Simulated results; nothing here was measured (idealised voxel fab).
Presented below is a process module, voxel double patterning.
This is section cut - it's 180 nm across, gridded in 5 nm square cells.
Each cross-section below is a grid of square cells, stated as bands in top-down order, with one or more rows of cells making up each band. Heights first: top, then bottom, in nm. Then materials, left to right, each with a width in nm. "throughout" on a single material: fills the band edge to edge. "empty": empty space. Heights are expressed relative to 0, this being the level below which the as-received wafer comprises one material exclusively. The lowest band is unbounded in the downward direction and is denoted as in "0 -> down". The two numbers in a width such as "30..40" mark its ends across the band: the first belongs to the top row of cells, the second to the bottom row, and from each row to the next the width moves by the same amount. Basically "remained unchanged" means that step didn't change any cell in the cross-section. In the "Completely sealed voids" entry, you get each enclosed empty space of 8 cells or more, one with no open way to the top, written width x height at distance, distance from the left edge, in nm. Past the settings on a step's line: simulator remark, on that step. overlay nm: mask offset rightward from planned place, masked step; negative means leftward offset.

**Process steps - plan**
1) RECEIVE with material Si
2) CONFORMAL_DEP with material SiO2, thk nm 10
3) DIRECTIONAL_DEP with material polySi, thk nm 10
4) DIRECTIONAL_DEP with material SiCN, thk nm 5
5) MASKED_ETCH with tone open, mask id FIRST, width nm 15, pitch nm 50, etch materials SiCN, depth nm 5, overlay nm 0
6) MASKED_ETCH with tone open, mask id SECOND, width nm 15, etch materials SiCN, depth nm 5, overlay nm 0
7) DIRECTIONAL_ETCH with etch materials polySi, depth nm 10
8) STRIP with etch materials SiCN

**First out of two wafers; run went to plan**

**Cross-section, incoming material, after step 1**
- 0 -> down = Si throughout
- Completely sealed voids: none

**after step 2**
- 10 -> 0 = SiO2 throughout
- Below 0, the layers are the same as they were.

**after step 3**
- 20 -> 10 = polySi throughout
- Below 10, the layers are the same as they were.

**after step 4**
- 25 -> 20 = SiCN throughout
- Below 20, the layers are the same as they were.

**after step 5**
- 25 -> 20 = SiCN 55 nm | empty 15 nm | SiCN 35 nm | empty 15 nm | SiCN 60 nm
- Below 20, the layers are the same as they were.

**after step 6**
- 25 -> 20 = SiCN 55 nm | empty 15 nm | SiCN 10 nm | empty 15 nm | SiCN 10 nm | empty 15 nm | SiCN 60 nm
- Below 20, the layers are the same as they were.

**after step 7**
- 25 -> 20 = SiCN 55 nm | empty 15 nm | SiCN 10 nm | empty 15 nm | SiCN 10 nm | empty 15 nm | SiCN 60 nm
- 20 -> 10 = polySi 55 nm | empty 15 nm | polySi 10 nm | empty 15 nm | polySi 10 nm | empty 15 nm | polySi 60 nm
- Below 10, the layers are the same as they were.

**after step 8**
- 20 -> 10 = polySi 55 nm | empty 15 nm | polySi 10 nm | empty 15 nm | polySi 10 nm | empty 15 nm | polySi 60 nm
- Below 10, the layers are the same as they were.

**Second of two: same start, same plan, one run error; steps up to and including 4 match the first**

**Second wafer, section view, time point: scheduled end of step 5**
- 25 -> 20 = empty 55 nm | SiCN 15 nm | empty 35 nm | SiCN 15 nm | empty 60 nm
- Below 20, the layers are the same as they were.

Second wafer, section view, time point: scheduled end of step 6: remained unchanged

**Second wafer, section view, time point: scheduled end of step 7**
- 25 -> 20 = empty 55 nm | SiCN 15 nm | empty 35 nm | SiCN 15 nm | empty 60 nm
- 20 -> 10 = empty 55 nm | polySi 15 nm | empty 35 nm | polySi 15 nm | empty 60 nm
- Below 10, the layers are the same as they were.

**Second wafer, section view, time point: scheduled end of step 8**
- 20 -> 10 = empty 55 nm | polySi 15 nm | empty 35 nm | polySi 15 nm | empty 60 nm
- Below 10, the layers are the same as they were.
The mistake made against the process plan was this: the process deviated at step 5: the operation and settings actually run there were MASKED_ETCH with tone cover, mask id FIRST, width nm 15, pitch nm 50, etch materials SiCN, depth nm 5, overlay nm 0
End of process, cell counts, second wafer against first, materials with more or fewer: 42 fewer of polySi
